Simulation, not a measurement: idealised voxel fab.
The name of this process module is voxel self aligned contacts.
In the cross-section labelled cut, the width is 170 nm and each square cell is 5 nm.
Cross-section = grid of square cells, listed top down in bands; band = one or more rows.
Top, bottom (nm), then materials left to right with widths (nm); lone material tagged "full width" fills the whole band edge to edge; "blank" = empty space.
Ref level 0: as-received wafer is one material below here. Bottom band extends down with no lower bound ("0 nm and below").
The expression "30->40" gives the width at the extremes of the band, the first number at its top row of cells and the second at its bottom row, with the width changing by equal amounts from each row to the next in between.
Where a step carries "same as before", the cross-section came out of it unchanged, cell for cell.
In "Closed void table" the enclosed voids are listed, meaning empty spaces of 8 cells or larger without any opening to the top. The form is width x height at distance, distance from the left edge, units nm.
Post-settings text on a step line: simulator's own remark regarding the step.
The setting "overlay nm" may be written on the line of a step. When the step uses a mask, the value reports how far to the right of the planned place the mask lay, and a negative value reports that it lay to the left.
## These are the steps we planned for the process
1: RECEIVE | material Si
2: OXIDIZE | depth nm 5
3: DIRECTIONAL_DEP | material polySi | thk nm 25
4: DIRECTIONAL_DEP | material SiN | thk nm 20
5: DIRECTIONAL_DEP | material aC | thk nm 10
6: PATTERN | tone cover | mask id GATE | material resist | width nm 30 | pitch nm 65 | thk nm 30 | overlay nm 0
7: DIRECTIONAL_ETCH | etch materials aC | depth nm 10
8: STRIP | etch materials resist
9: DIRECTIONAL_ETCH | etch materials SiN | depth nm 20
10: DIRECTIONAL_ETCH | etch materials polySi | depth nm 25
11: STRIP | etch materials aC
12: CONFORMAL_DEP | material SiN | thk nm 10
13: DIRECTIONAL_ETCH | etch materials SiN | depth nm 10
14: FILL_DEP | material SiO2 | thk nm 20
15: CMP | height nm 55
16: DIRECTIONAL_DEP | material aC | thk nm 10
17: PATTERN | tone open | mask id CONTACT | material resist | width nm 45 | thk nm 25 | overlay nm 0
18: DIRECTIONAL_ETCH | etch materials aC | depth nm 10
19: STRIP | etch materials resist
20: DIRECTIONAL_ETCH | etch materials SiO2 | depth nm 60
21: STRIP | etch materials aC
22: CONFORMAL_DEP | material TiN | thk nm 5
23: FILL_DEP | material Ru | thk nm 10
24: CMP | height nm 55
25: CONFORMAL_DEP | material SiCN | thk nm 5
## Below: the first of two wafers, run as planned
## Wafer as received: cross-section following step 1
0 nm and below: Si full width
Closed void table: none
## Upon completion of step 2, the wafer appears in cross-section as shown
0 nm to -5 nm: SiO2 full width
Lower than -5, everything is as it was.
## Upon completion of step 3, the wafer appears in cross-section as shown
25 nm to 0 nm: polySi full width
Lower than 0, everything is as it was.
## Upon completion of step 4, the wafer appears in cross-section as shown
45 nm to 25 nm: SiN full width
Lower than 25, everything is as it was.
## Upon completion of step 5, the wafer appears in cross-section as shown
55 nm to 45 nm: aC full width
Lower than 45, everything is as it was.
## Upon completion of step 6, the wafer appears in cross-section as shown
85 nm to 55 nm: blank 35 nm | resist 30 nm | blank 35 nm | resist 30 nm | blank 40 nm
Lower than 55, everything is as it was.
## Upon completion of step 7, the wafer appears in cross-section as shown
75 nm to 55 nm: blank 35 nm | resist 30 nm | blank 35 nm | resist 30 nm | blank 40 nm
55 nm to 45 nm: blank 35 nm | aC 30 nm | blank 35 nm | aC 30 nm | blank 40 nm
Lower than 45, everything is as it was.
## Upon completion of step 8, the wafer appears in cross-section as shown
55 nm to 45 nm: blank 35 nm | aC 30 nm | blank 35 nm | aC 30 nm | blank 40 nm
Lower than 45, everything is as it was.
## Upon completion of step 9, the wafer appears in cross-section as shown
55 nm to 45 nm: blank 35 nm | aC 30 nm | blank 35 nm | aC 30 nm | blank 40 nm
45 nm to 25 nm: blank 35 nm | SiN 30 nm | blank 35 nm | SiN 30 nm | blank 40 nm
Lower than 25, everything is as it was.
## Upon completion of step 10, the wafer appears in cross-section as shown
55 nm to 45 nm: blank 35 nm | aC 30 nm | blank 35 nm | aC 30 nm | blank 40 nm
45 nm to 25 nm: blank 35 nm | SiN 30 nm | blank 35 nm | SiN 30 nm | blank 40 nm
25 nm to 0 nm: blank 35 nm | polySi 30 nm | blank 35 nm | polySi 30 nm | blank 40 nm
Lower than 0, everything is as it was.
## Upon completion of step 11, the wafer appears in cross-section as shown
45 nm to 25 nm: blank 35 nm | SiN 30 nm | blank 35 nm | SiN 30 nm | blank 40 nm
Lower than 25, everything is as it was.
## Upon completion of step 12, the wafer appears in cross-section as shown
55 nm to 25 nm: blank 25 nm | SiN 50 nm | blank 15 nm | SiN 50 nm | blank 30 nm
25 nm to 10 nm: blank 25 nm | SiN 10 nm | polySi 30 nm | SiN 10 nm | blank 15 nm | SiN 10 nm | polySi 30 nm | SiN 10 nm | blank 30 nm
10 nm to 0 nm: SiN 35 nm | polySi 30 nm | SiN 35 nm | polySi 30 nm | SiN 40 nm
Lower than 0, everything is as it was.
## Upon completion of step 13, the wafer appears in cross-section as shown
45 nm to 25 nm: blank 25 nm | SiN 50 nm | blank 15 nm | SiN 50 nm | blank 30 nm
25 nm to 0 nm: blank 25 nm | SiN 10 nm | polySi 30 nm | SiN 10 nm | blank 15 nm | SiN 10 nm | polySi 30 nm | SiN 10 nm | blank 30 nm
Lower than 0, everything is as it was.
## Upon completion of step 14, the wafer appears in cross-section as shown
65 nm to 45 nm: SiO2 full width
45 nm to 25 nm: SiO2 25 nm | SiN 50 nm | SiO2 15 nm | SiN 50 nm | SiO2 30 nm
25 nm to 0 nm: SiO2 25 nm | SiN 10 nm | polySi 30 nm | SiN 10 nm | SiO2 15 nm | SiN 10 nm | polySi 30 nm | SiN 10 nm | SiO2 30 nm
Lower than 0, everything is as it was.
## Upon completion of step 15, the wafer appears in cross-section as shown
55 nm to 45 nm: SiO2 full width
Lower than 45, everything is as it was.
## Upon completion of step 16, the wafer appears in cross-section as shown
65 nm to 55 nm: aC full width
Lower than 55, everything is as it was.
## Upon completion of step 17, the wafer appears in cross-section as shown
90 nm to 65 nm: resist 60 nm | blank 45 nm | resist 65 nm
Lower than 65, everything is as it was.
## Upon completion of step 18, the wafer appears in cross-section as shown
80 nm to 65 nm: resist 60 nm | blank 45 nm | resist 65 nm
65 nm to 55 nm: aC 60 nm | blank 45 nm | aC 65 nm
Lower than 55, everything is as it was.
## Upon completion of step 19, the wafer appears in cross-section as shown
65 nm to 55 nm: aC 60 nm | blank 45 nm | aC 65 nm
Lower than 55, everything is as it was.
## Upon completion of step 20, the wafer appears in cross-section as shown
65 nm to 55 nm: aC 60 nm | blank 45 nm | aC 65 nm
55 nm to 45 nm: SiO2 60 nm | blank 45 nm | SiO2 65 nm
45 nm to 25 nm: SiO2 25 nm | SiN 50 nm | blank 15 nm | SiN 50 nm | SiO2 30 nm
25 nm to 0 nm: SiO2 25 nm | SiN 10 nm | polySi 30 nm | SiN 10 nm | blank 15 nm | SiN 10 nm | polySi 30 nm | SiN 10 nm | SiO2 30 nm
0 nm to -5 nm: SiO2 75 nm | blank 15 nm | SiO2 80 nm
Lower than -5, everything is as it was.
## Upon completion of step 21, the wafer appears in cross-section as shown
55 nm to 45 nm: SiO2 60 nm | blank 45 nm | SiO2 65 nm
Lower than 45, everything is as it was.
## Upon completion of step 22, the wafer appears in cross-section as shown
60 nm to 55 nm: TiN 65 nm | blank 35 nm | TiN 70 nm
55 nm to 45 nm: SiO2 60 nm | TiN 5->20 nm | blank 35->5 nm | TiN 5->20 nm | SiO2 65 nm
45 nm to 25 nm: SiO2 25 nm | SiN 50 nm | TiN 5 nm | blank 5 nm | TiN 5 nm | SiN 50 nm | SiO2 30 nm
25 nm to 0 nm: SiO2 25 nm | SiN 10 nm | polySi 30 nm | SiN 10 nm | TiN 5 nm | blank 5 nm | TiN 5 nm | SiN 10 nm | polySi 30 nm | SiN 10 nm | SiO2 30 nm
0 nm to -5 nm: SiO2 75 nm | TiN 15 nm | SiO2 80 nm
Lower than -5, everything is as it was.
## Upon completion of step 23, the wafer appears in cross-section as shown
70 nm to 60 nm: Ru full width
60 nm to 55 nm: TiN 65 nm | Ru 35 nm | TiN 70 nm
55 nm to 45 nm: SiO2 60 nm | TiN 5->20 nm | Ru 35->5 nm | TiN 5->20 nm | SiO2 65 nm
45 nm to 25 nm: SiO2 25 nm | SiN 50 nm | TiN 5 nm | Ru 5 nm | TiN 5 nm | SiN 50 nm | SiO2 30 nm
25 nm to 0 nm: SiO2 25 nm | SiN 10 nm | polySi 30 nm | SiN 10 nm | TiN 5 nm | Ru 5 nm | TiN 5 nm | SiN 10 nm | polySi 30 nm | SiN 10 nm | SiO2 30 nm
Lower than 0, everything is as it was.
## Upon completion of step 24, the wafer appears in cross-section as shown
55 nm to 45 nm: SiO2 60 nm | TiN 5->20 nm | Ru 35->5 nm | TiN 5->20 nm | SiO2 65 nm
Lower than 45, everything is as it was.
## Upon completion of step 25, the wafer appears in cross-section as shown
60 nm to 55 nm: SiCN full width
Lower than 55, everything is as it was.
## Regarding the second of the two wafers: it shared the first wafer's starting condition and process plan, yet one error occurred during its execution. Its history coincides with that of the first wafer up to and including step 3
## Second wafer, cross-section, planned end of step 4
65 nm to 25 nm: SiN full width
Lower than 25, everything is as it was.
## Second wafer, cross-section, planned end of step 5
75 nm to 65 nm: aC full width
Lower than 65, everything is as it was.
## Second wafer, cross-section, planned end of step 6
105 nm to 75 nm: blank 35 nm | resist 30 nm | blank 35 nm | resist 30 nm | blank 40 nm
Lower than 75, everything is as it was.
## Second wafer, cross-section, planned end of step 7
95 nm to 75 nm: blank 35 nm | resist 30 nm | blank 35 nm | resist 30 nm | blank 40 nm
75 nm to 65 nm: blank 35 nm | aC 30 nm | blank 35 nm | aC 30 nm | blank 40 nm
Lower than 65, everything is as it was.
## Second wafer, cross-section, planned end of step 8
75 nm to 65 nm: blank 35 nm | aC 30 nm | blank 35 nm | aC 30 nm | blank 40 nm
Lower than 65, everything is as it was.
## Second wafer, cross-section, planned end of step 9
75 nm to 65 nm: blank 35 nm | aC 30 nm | blank 35 nm | aC 30 nm | blank 40 nm
65 nm to 45 nm: blank 35 nm | SiN 30 nm | blank 35 nm | SiN 30 nm | blank 40 nm
Lower than 45, everything is as it was.
Second wafer, cross-section, planned end of step 10: same as before
## Second wafer, cross-section, planned end of step 11
65 nm to 45 nm: blank 35 nm | SiN 30 nm | blank 35 nm | SiN 30 nm | blank 40 nm
Lower than 45, everything is as it was.
## Second wafer, cross-section, planned end of step 12
75 nm to 55 nm: blank 25 nm | SiN 50 nm | blank 15 nm | SiN 50 nm | blank 30 nm
55 nm to 25 nm: SiN full width
Lower than 25, everything is as it was.
## Second wafer, cross-section, planned end of step 13
65 nm to 45 nm: blank 25 nm | SiN 50 nm | blank 15 nm | SiN 50 nm | blank 30 nm
Lower than 45, everything is as it was.
## Second wafer, cross-section, planned end of step 14
85 nm to 65 nm: SiO2 full width
65 nm to 45 nm: SiO2 25 nm | SiN 50 nm | SiO2 15 nm | SiN 50 nm | SiO2 30 nm
Lower than 45, everything is as it was.
## Second wafer, cross-section, planned end of step 15
55 nm to 45 nm: SiO2 25 nm | SiN 50 nm | SiO2 15 nm | SiN 50 nm | SiO2 30 nm
Lower than 45, everything is as it was.
## Second wafer, cross-section, planned end of step 16
65 nm to 55 nm: aC full width
Lower than 55, everything is as it was.
## Second wafer, cross-section, planned end of step 17
90 nm to 65 nm: resist 60 nm | blank 45 nm | resist 65 nm
Lower than 65, everything is as it was.
## Second wafer, cross-section, planned end of step 18
80 nm to 65 nm: resist 60 nm | blank 45 nm | resist 65 nm
65 nm to 55 nm: aC 60 nm | blank 45 nm | aC 65 nm
Lower than 55, everything is as it was.
## Second wafer, cross-section, planned end of step 19
65 nm to 55 nm: aC 60 nm | blank 45 nm | aC 65 nm
Lower than 55, everything is as it was.
## Second wafer, cross-section, planned end of step 20
65 nm to 55 nm: aC 60 nm | blank 45 nm | aC 65 nm
55 nm to 45 nm: SiO2 25 nm | SiN 50 nm | blank 15 nm | SiN 50 nm | SiO2 30 nm
Lower than 45, everything is as it was.
## Second wafer, cross-section, planned end of step 21
55 nm to 45 nm: SiO2 25 nm | SiN 50 nm | blank 15 nm | SiN 50 nm | SiO2 30 nm
Lower than 45, everything is as it was.
## Second wafer, cross-section, planned end of step 22
60 nm to 55 nm: TiN 80 nm | blank 5 nm | TiN 85 nm
55 nm to 50 nm: SiO2 25 nm | SiN 50 nm | TiN 5 nm | blank 5 nm | TiN 5 nm | SiN 50 nm | SiO2 30 nm
50 nm to 45 nm: SiO2 25 nm | SiN 50 nm | TiN 15 nm | SiN 50 nm | SiO2 30 nm
Lower than 45, everything is as it was.
## Second wafer, cross-section, planned end of step 23
70 nm to 60 nm: Ru full width
60 nm to 55 nm: TiN 80 nm | Ru 5 nm | TiN 85 nm
55 nm to 50 nm: SiO2 25 nm | SiN 50 nm | TiN 5 nm | Ru 5 nm | TiN 5 nm | SiN 50 nm | SiO2 30 nm
Lower than 50, everything is as it was.
## Second wafer, cross-section, planned end of step 24
55 nm to 50 nm: SiO2 25 nm | SiN 50 nm | TiN 5 nm | Ru 5 nm | TiN 5 nm | SiN 50 nm | SiO2 30 nm
Lower than 50, everything is as it was.
## Second wafer, cross-section, planned end of step 25
60 nm to 55 nm: SiCN full width
Lower than 55, everything is as it was.
what went wrong: heads up, step 4 of the plan got done twice
Bottom line after processing is that, in cells, the second wafer is up or down on some materials versus the first: Ru: 16 fewer, SiN: 56 more, SiO2: 124 fewer, TiN: 26 fewer, polySi: 110 more
